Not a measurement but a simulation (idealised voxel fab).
The name of this process module is voxel trench capacitor.
Cross-section cut spans 255 nm and uses square cells 5 nm in size.
Throughout this document, each cross-section is represented as a grid of square cells and is presented as a sequence of bands enumerated from the top downward, where a band comprises one or more rows of cells. In this notation a band is specified by the heights of its top and bottom, in that order and in nm, after which its materials appear from left to right, each paired with its width in nm. The word "throughout" attached to a single material means that material fills the band from edge to edge; the word "blank" stands for empty space. Height reference: 0 = level under which incoming wafer is all one material. Lowest band: no bottom, runs on downward, e.g. "top 0, no bottom". The two numbers in a width such as "30..40" mark its ends across the band: the first belongs to the top row of cells, the second to the bottom row, and from each row to the next the width moves by the same amount. Any step labelled "no change" changed none of the cells in the cross-section. Look at "Sealed void list" for the closed voids: empty spaces with no open path to the top, sized 8 cells or up. Each is width x height at distance, distance from the left edge, all nm. It should be noted that, on the line of a given step, the content following the step's settings is a remark produced by the simulator itself with respect to that step. overlay nm: mask right of planned place by this much (step with mask). Neg. = left.
# This section lists the process steps that were planned
1 RECEIVE (material Si)
2 CONFORMAL_DEP (material SiN; thk nm 10)
3 MASKED_ETCH (tone open; mask id TRENCH; width nm 25; pitch nm 50; etch materials SiN; depth nm 10; overlay nm 0)
4 MASKED_ETCH (tone open; mask id TRENCH; width nm 25; pitch nm 50; etch materials Si; depth nm 40; overlay nm 0)
5 CONFORMAL_DEP (material Al2O3; thk nm 5)
6 CONFORMAL_DEP (material TiN; thk nm 5)
7 FILL_DEP (material W; thk nm 5)
8 CMP (height nm 10)
It is noted that the wafers described herein are identical at the outset and are distinguished by the thk nm of step 6; the value stated in the plan corresponds to the first wafer.
# Cross-section of the first of several wafers as received (after step 1)
    top 0, no bottom | Si throughout
    Sealed void list: none
# First of several wafers: cross-section at the end of the module, after step 8, its last step
    top 10, bottom 0 | SiN 90 nm  Al2O3 5 nm  TiN 5 nm  W 5 nm  TiN 5 nm  Al2O3 5 nm  SiN 25 nm  Al2O3 5 nm  TiN 5 nm  W 5 nm  TiN 5 nm  Al2O3 5 nm  SiN 90 nm
    top 0, bottom -30 | Si 90 nm  Al2O3 5 nm  TiN 5 nm  W 5 nm  TiN 5 nm  Al2O3 5 nm  Si 25 nm  Al2O3 5 nm  TiN 5 nm  W 5 nm  TiN 5 nm  Al2O3 5 nm  Si 90 nm
    top -30, bottom -35 | Si 90 nm  Al2O3 5 nm  TiN 15 nm  Al2O3 5 nm  Si 25 nm  Al2O3 5 nm  TiN 15 nm  Al2O3 5 nm  Si 90 nm
    top -35, bottom -40 | Si 90 nm  Al2O3 25 nm  Si 25 nm  Al2O3 25 nm  Si 90 nm
    top -40, no bottom | Si throughout
    Sealed void list: none
# Last-wafer cross-section at the end of the module
    top 10, bottom 0 | SiN 90 nm  Al2O3 5 nm  TiN 15 nm  Al2O3 5 nm  SiN 25 nm  Al2O3 5 nm  TiN 15 nm  Al2O3 5 nm  SiN 90 nm
    top 0, bottom -35 | Si 90 nm  Al2O3 5 nm  TiN 15 nm  Al2O3 5 nm  Si 25 nm  Al2O3 5 nm  TiN 15 nm  Al2O3 5 nm  Si 90 nm
    top -35, bottom -40 | Si 90 nm  Al2O3 25 nm  Si 25 nm  Al2O3 25 nm  Si 90 nm
    top -40, no bottom | Si throughout
    Sealed void list: none
# Heads up, this table goes wafer by wafer. A row tells you, at the end of the module, how many cells of each material that wafer has put on (+) or dropped (-) since it was received, and then its closed voids
thk nm 5, +46 Al2O3, -80 Si, +82 SiN, +38 TiN, +16 W, Sealed void list: none
thk nm 10, +46 Al2O3, -80 Si, +82 SiN, +54 TiN, Sealed void list: none
thk nm 15, +46 Al2O3, -80 Si, +82 SiN, +54 TiN, Sealed void list: none
thk nm 20, +46 Al2O3, -80 Si, +82 SiN, +54 TiN, Sealed void list: none
